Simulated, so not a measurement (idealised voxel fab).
Documented hereafter: the process module known as voxel wiring stack.
This is section cut - it's 150 nm across, gridded in 5 nm square cells.
Each cross-section below is a grid of square cells, stated as bands in top-down order, with one or more rows of cells making up each band. Each band's line starts with the height of the band's top and of its bottom, in nm. Then come its materials from left to right, each with its width in nm. One material with "full width" fills the band from edge to edge. "empty" is empty space. Ref level 0: as-received wafer is one material below here. Bottom band extends down with no lower bound ("0 nm and below"). Width "30 to 40": first value at the band's top row of cells, second value at its bottom row, equal change from row to row. "remains unaltered", as given for a step, is the statement that not any cell of the cross-section underwent a change during that step. Entry "Voids, fully enclosed". Content: empty spaces with no open connection to the top, size 8 cells or greater. Each: width x height at distance. Distance: from left edge. Unit: nm. On each step's line, the part that comes after the settings is the simulator's own comment on the step. A step line may carry the setting "overlay nm", which, for steps involving a mask, states the distance by which the mask lay to the right of its intended position; negative values denote displacement to the left.

This section lists the process steps that were planned
1. RECEIVE [material Si]
2. CONFORMAL_DEP [material SiO2] [thk nm 15]
3. DIRECTIONAL_DEP [material TiN] [thk nm 5]
4. DIRECTIONAL_DEP [material Ru] [thk nm 15]
5. MASKED_ETCH [tone cover] [mask id METAL_1] [width nm 25] [pitch nm 45] [etch materials Ru] [depth nm 15] [overlay nm 0]
6. MASKED_ETCH [tone cover] [mask id METAL_1] [width nm 25] [pitch nm 45] [etch materials TiN] [depth nm 5] [overlay nm 0]
7. CONFORMAL_DEP [material SiN] [thk nm 5]
8. FILL_DEP [material lowk] [thk nm 5]
9. CMP [height nm 35]
10. CONFORMAL_DEP [material SiCN] [thk nm 5]
11. DIRECTIONAL_DEP [material SiO2] [thk nm 15]
12. MASKED_ETCH [tone open] [mask id PLUG_1] [width nm 15] [pitch nm 90] [etch materials SiO2] [depth nm 15] [overlay nm 0]
13. MASKED_ETCH [tone open] [mask id PLUG_1] [width nm 15] [pitch nm 90] [etch materials SiCN] [depth nm 5] [overlay nm 0]
14. CONFORMAL_DEP [material TiN] [thk nm 5]
15. FILL_DEP [material Cu] [thk nm 10]
16. CMP [height nm 55]
17. CONFORMAL_DEP [material SiCN] [thk nm 5]
18. DIRECTIONAL_DEP [material lowk] [thk nm 15]
19. DIRECTIONAL_DEP [material aC] [thk nm 15]
20. PATTERN [tone open] [mask id METAL_2] [material resist] [width nm 25] [pitch nm 45] [thk nm 30] [overlay nm 0]
21. DIRECTIONAL_ETCH [etch materials aC] [depth nm 15]
22. STRIP [etch materials resist]
23. DIRECTIONAL_ETCH [etch materials lowk] [depth nm 15]
24. DIRECTIONAL_ETCH [etch materials SiCN] [depth nm 5]
25. STRIP [etch materials aC]
26. CONFORMAL_DEP [material TiN] [thk nm 5]
27. FILL_DEP [material Ru] [thk nm 10]
28. CMP [height nm 75]
29. CONFORMAL_DEP [material SiCN] [thk nm 5]
30. DIRECTIONAL_DEP [material SiO2] [thk nm 35]
31. MASKED_ETCH [tone open] [mask id METAL_3_HOLES] [width nm 15] [pitch nm 45] [etch materials SiO2] [depth nm 35] [overlay nm 0]
32. PATTERN [tone open] [mask id METAL_3] [material resist] [width nm 25] [pitch nm 45] [thk nm 15] [overlay nm 0]
33. DIRECTIONAL_ETCH [etch materials SiO2] [depth nm 20]
34. DIRECTIONAL_ETCH [etch materials SiCN] [depth nm 5]
35. STRIP [etch materials resist]
36. CONFORMAL_DEP [material TiN] [thk nm 5]
37. FILL_DEP [material Cu] [thk nm 5]
38. CMP [height nm 115]
39. CONFORMAL_DEP [material SiN] [thk nm 5]

First of two wafers: run as planned

Delivered wafer in cross-section: state after step 1
  0 nm and below | Si full width
  Voids, fully enclosed: none

Take a look at the wafer's cross-section after step 2
  15 nm to 0 nm | SiO2 full width
  At heights below 0, the structure remains unaltered.

Take a look at the wafer's cross-section after step 3
  20 nm to 15 nm | TiN full width
  At heights below 15, the structure remains unaltered.

Take a look at the wafer's cross-section after step 4
  35 nm to 20 nm | Ru full width
  At heights below 20, the structure remains unaltered.

Take a look at the wafer's cross-section after step 5
  35 nm to 20 nm | empty: 15 | Ru: 25 | empty: 20 | Ru: 25 | empty: 20 | Ru: 25 | empty: 20
  At heights below 20, the structure remains unaltered.

Take a look at the wafer's cross-section after step 6
  35 nm to 20 nm | empty: 15 | Ru: 25 | empty: 20 | Ru: 25 | empty: 20 | Ru: 25 | empty: 20
  20 nm to 15 nm | empty: 15 | TiN: 25 | empty: 20 | TiN: 25 | empty: 20 | TiN: 25 | empty: 20
  At heights below 15, the structure remains unaltered.

Take a look at the wafer's cross-section after step 7
  40 nm to 35 nm | empty: 10 | SiN: 35 | empty: 10 | SiN: 35 | empty: 10 | SiN: 35 | empty: 15
  35 nm to 20 nm | empty: 10 | SiN: 5 | Ru: 25 | SiN: 5 | empty: 10 | SiN: 5 | Ru: 25 | SiN: 5 | empty: 10 | SiN: 5 | Ru: 25 | SiN: 5 | empty: 15
  20 nm to 15 nm | SiN: 15 | TiN: 25 | SiN: 20 | TiN: 25 | SiN: 20 | TiN: 25 | SiN: 20
  At heights below 15, the structure remains unaltered.

Take a look at the wafer's cross-section after step 8
  45 nm to 40 nm | lowk full width
  40 nm to 35 nm | lowk: 10 | SiN: 35 | lowk: 10 | SiN: 35 | lowk: 10 | SiN: 35 | lowk: 15
  35 nm to 20 nm | lowk: 10 | SiN: 5 | Ru: 25 | SiN: 5 | lowk: 10 | SiN: 5 | Ru: 25 | SiN: 5 | lowk: 10 | SiN: 5 | Ru: 25 | SiN: 5 | lowk: 15
  At heights below 20, the structure remains unaltered.

Take a look at the wafer's cross-section after step 9
  35 nm to 20 nm | lowk: 10 | SiN: 5 | Ru: 25 | SiN: 5 | lowk: 10 | SiN: 5 | Ru: 25 | SiN: 5 | lowk: 10 | SiN: 5 | Ru: 25 | SiN: 5 | lowk: 15
  At heights below 20, the structure remains unaltered.

Take a look at the wafer's cross-section after step 10
  40 nm to 35 nm | SiCN full width
  At heights below 35, the structure remains unaltered.

Take a look at the wafer's cross-section after step 11
  55 nm to 40 nm | SiO2 full width
  At heights below 40, the structure remains unaltered.

Take a look at the wafer's cross-section after step 12
  55 nm to 40 nm | SiO2: 15 | empty: 15 | SiO2: 75 | empty: 15 | SiO2: 30
  At heights below 40, the structure remains unaltered.

Take a look at the wafer's cross-section after step 13
  55 nm to 40 nm | SiO2: 15 | empty: 15 | SiO2: 75 | empty: 15 | SiO2: 30
  40 nm to 35 nm | SiCN: 15 | empty: 15 | SiCN: 75 | empty: 15 | SiCN: 30
  At heights below 35, the structure remains unaltered.

Take a look at the wafer's cross-section after step 14
  60 nm to 55 nm | TiN: 20 | empty: 5 | TiN: 85 | empty: 5 | TiN: 35
  55 nm to 40 nm | SiO2: 15 | TiN: 5 | empty: 5 | TiN: 5 | SiO2: 75 | TiN: 5 | empty: 5 | TiN: 5 | SiO2: 30
  40 nm to 35 nm | SiCN: 15 | TiN: 15 | SiCN: 75 | TiN: 15 | SiCN: 30
  At heights below 35, the structure remains unaltered.

Take a look at the wafer's cross-section after step 15
  70 nm to 60 nm | Cu full width
  60 nm to 55 nm | TiN: 20 | Cu: 5 | TiN: 85 | Cu: 5 | TiN: 35
  55 nm to 40 nm | SiO2: 15 | TiN: 5 | Cu: 5 | TiN: 5 | SiO2: 75 | TiN: 5 | Cu: 5 | TiN: 5 | SiO2: 30
  At heights below 40, the structure remains unaltered.

Take a look at the wafer's cross-section after step 16
  55 nm to 40 nm | SiO2: 15 | TiN: 5 | Cu: 5 | TiN: 5 | SiO2: 75 | TiN: 5 | Cu: 5 | TiN: 5 | SiO2: 30
  At heights below 40, the structure remains unaltered.

Take a look at the wafer's cross-section after step 17
  60 nm to 55 nm | SiCN full width
  At heights below 55, the structure remains unaltered.

Take a look at the wafer's cross-section after step 18
  75 nm to 60 nm | lowk full width
  At heights below 60, the structure remains unaltered.

Take a look at the wafer's cross-section after step 19
  90 nm to 75 nm | aC full width
  At heights below 75, the structure remains unaltered.

Take a look at the wafer's cross-section after step 20
  120 nm to 90 nm | resist: 15 | empty: 25 | resist: 20 | empty: 25 | resist: 20 | empty: 25 | resist: 20
  At heights below 90, the structure remains unaltered.

Take a look at the wafer's cross-section after step 21
  105 nm to 90 nm | resist: 15 | empty: 25 | resist: 20 | empty: 25 | resist: 20 | empty: 25 | resist: 20
  90 nm to 75 nm | aC: 15 | empty: 25 | aC: 20 | empty: 25 | aC: 20 | empty: 25 | aC: 20
  At heights below 75, the structure remains unaltered.

Take a look at the wafer's cross-section after step 22
  90 nm to 75 nm | aC: 15 | empty: 25 | aC: 20 | empty: 25 | aC: 20 | empty: 25 | aC: 20
  At heights below 75, the structure remains unaltered.

Take a look at the wafer's cross-section after step 23
  90 nm to 75 nm | aC: 15 | empty: 25 | aC: 20 | empty: 25 | aC: 20 | empty: 25 | aC: 20
  75 nm to 60 nm | lowk: 15 | empty: 25 | lowk: 20 | empty: 25 | lowk: 20 | empty: 25 | lowk: 20
  At heights below 60, the structure remains unaltered.

Take a look at the wafer's cross-section after step 24
  90 nm to 75 nm | aC: 15 | empty: 25 | aC: 20 | empty: 25 | aC: 20 | empty: 25 | aC: 20
  75 nm to 60 nm | lowk: 15 | empty: 25 | lowk: 20 | empty: 25 | lowk: 20 | empty: 25 | lowk: 20
  60 nm to 55 nm | SiCN: 15 | empty: 25 | SiCN: 20 | empty: 25 | SiCN: 20 | empty: 25 | SiCN: 20
  At heights below 55, the structure remains unaltered.

Take a look at the wafer's cross-section after step 25
  75 nm to 60 nm | lowk: 15 | empty: 25 | lowk: 20 | empty: 25 | lowk: 20 | empty: 25 | lowk: 20
  At heights below 60, the structure remains unaltered.

Take a look at the wafer's cross-section after step 26
  80 nm to 75 nm | TiN: 20 | empty: 15 | TiN: 30 | empty: 15 | TiN: 30 | empty: 15 | TiN: 25
  75 nm to 60 nm | lowk: 15 | TiN: 5 | empty: 15 | TiN: 5 | lowk: 20 | TiN: 5 | empty: 15 | TiN: 5 | lowk: 20 | TiN: 5 | empty: 15 | TiN: 5 | lowk: 20
  60 nm to 55 nm | SiCN: 15 | TiN: 25 | SiCN: 20 | TiN: 25 | SiCN: 20 | TiN: 25 | SiCN: 20
  At heights below 55, the structure remains unaltered.

Take a look at the wafer's cross-section after step 27
  90 nm to 80 nm | Ru full width
  80 nm to 75 nm | TiN: 20 | Ru: 15 | TiN: 30 | Ru: 15 | TiN: 30 | Ru: 15 | TiN: 25
  75 nm to 60 nm | lowk: 15 | TiN: 5 | Ru: 15 | TiN: 5 | lowk: 20 | TiN: 5 | Ru: 15 | TiN: 5 | lowk: 20 | TiN: 5 | Ru: 15 | TiN: 5 | lowk: 20
  At heights below 60, the structure remains unaltered.

Take a look at the wafer's cross-section after step 28
  75 nm to 60 nm | lowk: 15 | TiN: 5 | Ru: 15 | TiN: 5 | lowk: 20 | TiN: 5 | Ru: 15 | TiN: 5 | lowk: 20 | TiN: 5 | Ru: 15 | TiN: 5 | lowk: 20
  At heights below 60, the structure remains unaltered.

Take a look at the wafer's cross-section after step 29
  80 nm to 75 nm | SiCN full width
  At heights below 75, the structure remains unaltered.

Take a look at the wafer's cross-section after step 30
  115 nm to 80 nm | SiO2 full width
  At heights below 80, the structure remains unaltered.

Take a look at the wafer's cross-section after step 31
  115 nm to 80 nm | SiO2: 15 | empty: 15 | SiO2: 30 | empty: 15 | SiO2: 30 | empty: 15 | SiO2: 30
  At heights below 80, the structure remains unaltered.

Take a look at the wafer's cross-section after step 32
  130 nm to 115 nm | resist: 15 | empty: 25 | resist: 20 | empty: 25 | resist: 20 | empty: 25 | resist: 20
  At heights below 115, the structure remains unaltered.

Take a look at the wafer's cross-section after step 33
  130 nm to 115 nm | resist: 15 | empty: 25 | resist: 20 | empty: 25 | resist: 20 | empty: 25 | resist: 20
  115 nm to 95 nm | SiO2: 15 | empty: 25 | SiO2: 20 | empty: 25 | SiO2: 20 | empty: 25 | SiO2: 20
  At heights below 95, the structure remains unaltered.

Take a look at the wafer's cross-section after step 34
  130 nm to 115 nm | resist: 15 | empty: 25 | resist: 20 | empty: 25 | resist: 20 | empty: 25 | resist: 20
  115 nm to 95 nm | SiO2: 15 | empty: 25 | SiO2: 20 | empty: 25 | SiO2: 20 | empty: 25 | SiO2: 20
  95 nm to 80 nm | SiO2: 15 | empty: 15 | SiO2: 30 | empty: 15 | SiO2: 30 | empty: 15 | SiO2: 30
  80 nm to 75 nm | SiCN: 15 | empty: 15 | SiCN: 30 | empty: 15 | SiCN: 30 | empty: 15 | SiCN: 30
  At heights below 75, the structure remains unaltered.

Take a look at the wafer's cross-section after step 35
  115 nm to 95 nm | SiO2: 15 | empty: 25 | SiO2: 20 | empty: 25 | SiO2: 20 | empty: 25 | SiO2: 20
  At heights below 95, the structure remains unaltered.

Take a look at the wafer's cross-section after step 36
  120 nm to 115 nm | TiN: 20 | empty: 15 | TiN: 30 | empty: 15 | TiN: 30 | empty: 15 | TiN: 25
  115 nm to 100 nm | SiO2: 15 | TiN: 5 | empty: 15 | TiN: 5 | SiO2: 20 | TiN: 5 | empty: 15 | TiN: 5 | SiO2: 20 | TiN: 5 | empty: 15 | TiN: 5 | SiO2: 20
  100 nm to 95 nm | SiO2: 15 | TiN: 5 | empty: 5 | TiN: 15 | SiO2: 20 | TiN: 5 | empty: 5 | TiN: 15 | SiO2: 20 | TiN: 5 | empty: 5 | TiN: 15 | SiO2: 20
  95 nm to 80 nm | SiO2: 15 | TiN: 5 | empty: 5 | TiN: 5 | SiO2: 30 | TiN: 5 | empty: 5 | TiN: 5 | SiO2: 30 | TiN: 5 | empty: 5 | TiN: 5 | SiO2: 30
  80 nm to 75 nm | SiCN: 15 | TiN: 15 | SiCN: 30 | TiN: 15 | SiCN: 30 | TiN: 15 | SiCN: 30
  At heights below 75, the structure remains unaltered.

Take a look at the wafer's cross-section after step 37
  125 nm to 120 nm | Cu full width
  120 nm to 115 nm | TiN: 20 | Cu: 15 | TiN: 30 | Cu: 15 | TiN: 30 | Cu: 15 | TiN: 25
  115 nm to 100 nm | SiO2: 15 | TiN: 5 | Cu: 15 | TiN: 5 | SiO2: 20 | TiN: 5 | Cu: 15 | TiN: 5 | SiO2: 20 | TiN: 5 | Cu: 15 | TiN: 5 | SiO2: 20
  100 nm to 95 nm | SiO2: 15 | TiN: 5 | Cu: 5 | TiN: 15 | SiO2: 20 | TiN: 5 | Cu: 5 | TiN: 15 | SiO2: 20 | TiN: 5 | Cu: 5 | TiN: 15 | SiO2: 20
  95 nm to 80 nm | SiO2: 15 | TiN: 5 | Cu: 5 | TiN: 5 | SiO2: 30 | TiN: 5 | Cu: 5 | TiN: 5 | SiO2: 30 | TiN: 5 | Cu: 5 | TiN: 5 | SiO2: 30
  At heights below 80, the structure remains unaltered.

Take a look at the wafer's cross-section after step 38
  115 nm to 100 nm | SiO2: 15 | TiN: 5 | Cu: 15 | TiN: 5 | SiO2: 20 | TiN: 5 | Cu: 15 | TiN: 5 | SiO2: 20 | TiN: 5 | Cu: 15 | TiN: 5 | SiO2: 20
  At heights below 100, the structure remains unaltered.

Take a look at the wafer's cross-section after step 39
  120 nm to 115 nm | SiN full width
  At heights below 115, the structure remains unaltered.

Second of two: same start, same plan, one run error; steps up to and including 17 match the first

Cross-section of the second wafer at the time step 18 of the plan should have ended
  75 nm to 60 nm | Ru full width
  At heights below 60, the structure remains unaltered.

Cross-section of the second wafer at the time step 19 of the plan should have ended
  90 nm to 75 nm | aC full width
  At heights below 75, the structure remains unaltered.

Cross-section of the second wafer at the time step 20 of the plan should have ended
  120 nm to 90 nm | resist: 15 | empty: 25 | resist: 20 | empty: 25 | resist: 20 | empty: 25 | resist: 20
  At heights below 90, the structure remains unaltered.

Cross-section of the second wafer at the time step 21 of the plan should have ended
  105 nm to 90 nm | resist: 15 | empty: 25 | resist: 20 | empty: 25 | resist: 20 | empty: 25 | resist: 20
  90 nm to 75 nm | aC: 15 | empty: 25 | aC: 20 | empty: 25 | aC: 20 | empty: 25 | aC: 20
  At heights below 75, the structure remains unaltered.

Cross-section of the second wafer at the time step 22 of the plan should have ended
  90 nm to 75 nm | aC: 15 | empty: 25 | aC: 20 | empty: 25 | aC: 20 | empty: 25 | aC: 20
  At heights below 75, the structure remains unaltered.

Cross-section of the second wafer at the time step 23 of the plan should have ended: remains unaltered

Cross-section of the second wafer at the time step 24 of the plan should have ended: remains unaltered

Cross-section of the second wafer at the time step 25 of the plan should have ended
  75 nm to 60 nm | Ru full width
  At heights below 60, the structure remains unaltered.

Cross-section of the second wafer at the time step 26 of the plan should have ended
  80 nm to 75 nm | TiN full width
  At heights below 75, the structure remains unaltered.

Cross-section of the second wafer at the time step 27 of the plan should have ended
  90 nm to 80 nm | Ru full width
  At heights below 80, the structure remains unaltered.

Cross-section of the second wafer at the time step 28 of the plan should have ended
  75 nm to 60 nm | Ru full width
  At heights below 60, the structure remains unaltered.

Cross-section of the second wafer at the time step 29 of the plan should have ended
  80 nm to 75 nm | SiCN full width
  At heights below 75, the structure remains unaltered.

Cross-section of the second wafer at the time step 30 of the plan should have ended
  115 nm to 80 nm | SiO2 full width
  At heights below 80, the structure remains unaltered.

Cross-section of the second wafer at the time step 31 of the plan should have ended
  115 nm to 80 nm | SiO2: 15 | empty: 15 | SiO2: 30 | empty: 15 | SiO2: 30 | empty: 15 | SiO2: 30
  At heights below 80, the structure remains unaltered.

Cross-section of the second wafer at the time step 32 of the plan should have ended
  130 nm to 115 nm | resist: 15 | empty: 25 | resist: 20 | empty: 25 | resist: 20 | empty: 25 | resist: 20
  At heights below 115, the structure remains unaltered.

Cross-section of the second wafer at the time step 33 of the plan should have ended
  130 nm to 115 nm | resist: 15 | empty: 25 | resist: 20 | empty: 25 | resist: 20 | empty: 25 | resist: 20
  115 nm to 95 nm | SiO2: 15 | empty: 25 | SiO2: 20 | empty: 25 | SiO2: 20 | empty: 25 | SiO2: 20
  At heights below 95, the structure remains unaltered.

Cross-section of the second wafer at the time step 34 of the plan should have ended
  130 nm to 115 nm | resist: 15 | empty: 25 | resist: 20 | empty: 25 | resist: 20 | empty: 25 | resist: 20
  115 nm to 95 nm | SiO2: 15 | empty: 25 | SiO2: 20 | empty: 25 | SiO2: 20 | empty: 25 | SiO2: 20
  95 nm to 80 nm | SiO2: 15 | empty: 15 | SiO2: 30 | empty: 15 | SiO2: 30 | empty: 15 | SiO2: 30
  80 nm to 75 nm | SiCN: 15 | empty: 15 | SiCN: 30 | empty: 15 | SiCN: 30 | empty: 15 | SiCN: 30
  At heights below 75, the structure remains unaltered.

Cross-section of the second wafer at the time step 35 of the plan should have ended
  115 nm to 95 nm | SiO2: 15 | empty: 25 | SiO2: 20 | empty: 25 | SiO2: 20 | empty: 25 | SiO2: 20
  At heights below 95, the structure remains unaltered.

Cross-section of the second wafer at the time step 36 of the plan should have ended
  120 nm to 115 nm | TiN: 20 | empty: 15 | TiN: 30 | empty: 15 | TiN: 30 | empty: 15 | TiN: 25
  115 nm to 100 nm | SiO2: 15 | TiN: 5 | empty: 15 | TiN: 5 | SiO2: 20 | TiN: 5 | empty: 15 | TiN: 5 | SiO2: 20 | TiN: 5 | empty: 15 | TiN: 5 | SiO2: 20
  100 nm to 95 nm | SiO2: 15 | TiN: 5 | empty: 5 | TiN: 15 | SiO2: 20 | TiN: 5 | empty: 5 | TiN: 15 | SiO2: 20 | TiN: 5 | empty: 5 | TiN: 15 | SiO2: 20
  95 nm to 80 nm | SiO2: 15 | TiN: 5 | empty: 5 | TiN: 5 | SiO2: 30 | TiN: 5 | empty: 5 | TiN: 5 | SiO2: 30 | TiN: 5 | empty: 5 | TiN: 5 | SiO2: 30
  80 nm to 75 nm | SiCN: 15 | TiN: 15 | SiCN: 30 | TiN: 15 | SiCN: 30 | TiN: 15 | SiCN: 30
  At heights below 75, the structure remains unaltered.

Cross-section of the second wafer at the time step 37 of the plan should have ended
  125 nm to 120 nm | Cu full width
  120 nm to 115 nm | TiN: 20 | Cu: 15 | TiN: 30 | Cu: 15 | TiN: 30 | Cu: 15 | TiN: 25
  115 nm to 100 nm | SiO2: 15 | TiN: 5 | Cu: 15 | TiN: 5 | SiO2: 20 | TiN: 5 | Cu: 15 | TiN: 5 | SiO2: 20 | TiN: 5 | Cu: 15 | TiN: 5 | SiO2: 20
  100 nm to 95 nm | SiO2: 15 | TiN: 5 | Cu: 5 | TiN: 15 | SiO2: 20 | TiN: 5 | Cu: 5 | TiN: 15 | SiO2: 20 | TiN: 5 | Cu: 5 | TiN: 15 | SiO2: 20
  95 nm to 80 nm | SiO2: 15 | TiN: 5 | Cu: 5 | TiN: 5 | SiO2: 30 | TiN: 5 | Cu: 5 | TiN: 5 | SiO2: 30 | TiN: 5 | Cu: 5 | TiN: 5 | SiO2: 30
  At heights below 80, the structure remains unaltered.

Cross-section of the second wafer at the time step 38 of the plan should have ended
  115 nm to 100 nm | SiO2: 15 | TiN: 5 | Cu: 15 | TiN: 5 | SiO2: 20 | TiN: 5 | Cu: 15 | TiN: 5 | SiO2: 20 | TiN: 5 | Cu: 15 | TiN: 5 | SiO2: 20
  At heights below 100, the structure remains unaltered.

Cross-section of the second wafer at the time step 39 of the plan should have ended
  120 nm to 115 nm | SiN full width
  At heights below 115, the structure remains unaltered.
Plan not followed: the process deviated at step 18: the operation and settings actually run there were DIRECTIONAL_DEP [material Ru] [thk nm 15]
The closing comparison, in cells, has the second wafer with more or fewer of some materials than the first: +63 Ru, +15 SiCN, -33 TiN, -45 lowk
